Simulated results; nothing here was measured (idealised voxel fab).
voxel plated lines: a process module
FYI the section here is cut, 185 nm wide, cells are 5 nm squares.
In this document a cross-section is written as a grid of square cells. It is given as a series of bands, listed from the top down, and a band is one or more rows of cells.
Heads up on the band format: heights come first, top then bottom, in nm. After that it's the materials left to right, each with its width in nm. A single material flagged "all across" fills the whole band edge to edge, and "blank" means there's empty space there.
Heads up on the height convention: 0 is the point under which the incoming wafer is all one material, and the lowest band has no bottom, it just keeps going down, like "top 0, no bottom".
A two-number width, for instance "30 to 40", indicates that the width is equal to the first number in the top row of the band and to the second number in the bottom row, and that it changes by a constant amount per row of cells.
Key: "no modification" - step with no changed cell in the cross-section.
Heads up: "Sealed internal voids" only lists the empty pockets with no open path to the top that are 8 cells or more, and it writes them as width x height at distance, distance from the left edge, in nm.
Past the settings on a step's line: simulator remark, on that step.
The "overlay nm" setting may appear on a step's line; for a step that uses a mask, it gives how far to the right of its planned position the mask lay, and a negative value indicates the left.

### This section lists the process steps that were planned
1) RECEIVE,material Si
2) CONFORMAL_DEP,material Al2O3,thk nm 15
3) DIRECTIONAL_DEP,material TiN,thk nm 5
4) PATTERN,tone open,mask id LINES,material resist,width nm 25,pitch nm 55,thk nm 30,overlay nm 0
5) EPI,material Ru,thk nm 5
6) EPI,material Ru,thk nm 10
7) STRIP,etch materials resist
8) DIRECTIONAL_ETCH,etch materials TiN,depth nm 5
9) CONFORMAL_DEP,material SiN,thk nm 10

### As received (post step 1): cross-section
    top 0, no bottom  Si all across
    Sealed internal voids: none

### The cross-section shown corresponds to the wafer at the conclusion of the module. The initial structure and the process plan are those presented above; however, one mistake occurred in executing the plan
    top 40, bottom 35  45 nm blank, 35 nm SiN, 20 nm blank, 35 nm SiN, 50 nm blank
    top 35, bottom 20  45 nm blank, 5 nm SiN, 25 nm Ru, 5 nm SiN, 20 nm blank, 5 nm SiN, 25 nm Ru, 5 nm SiN, 50 nm blank
    top 20, bottom 15  50 nm SiN, 25 nm TiN, 30 nm SiN, 25 nm TiN, 55 nm SiN
    top 15, bottom 0  Al2O3 all across
    top 0, no bottom  Si all across
    Sealed internal voids: none
So what did we get wrong on this run? the process deviated at step 9: the operation and settings actually run there were CONFORMAL_DEP,material SiN,thk nm 5
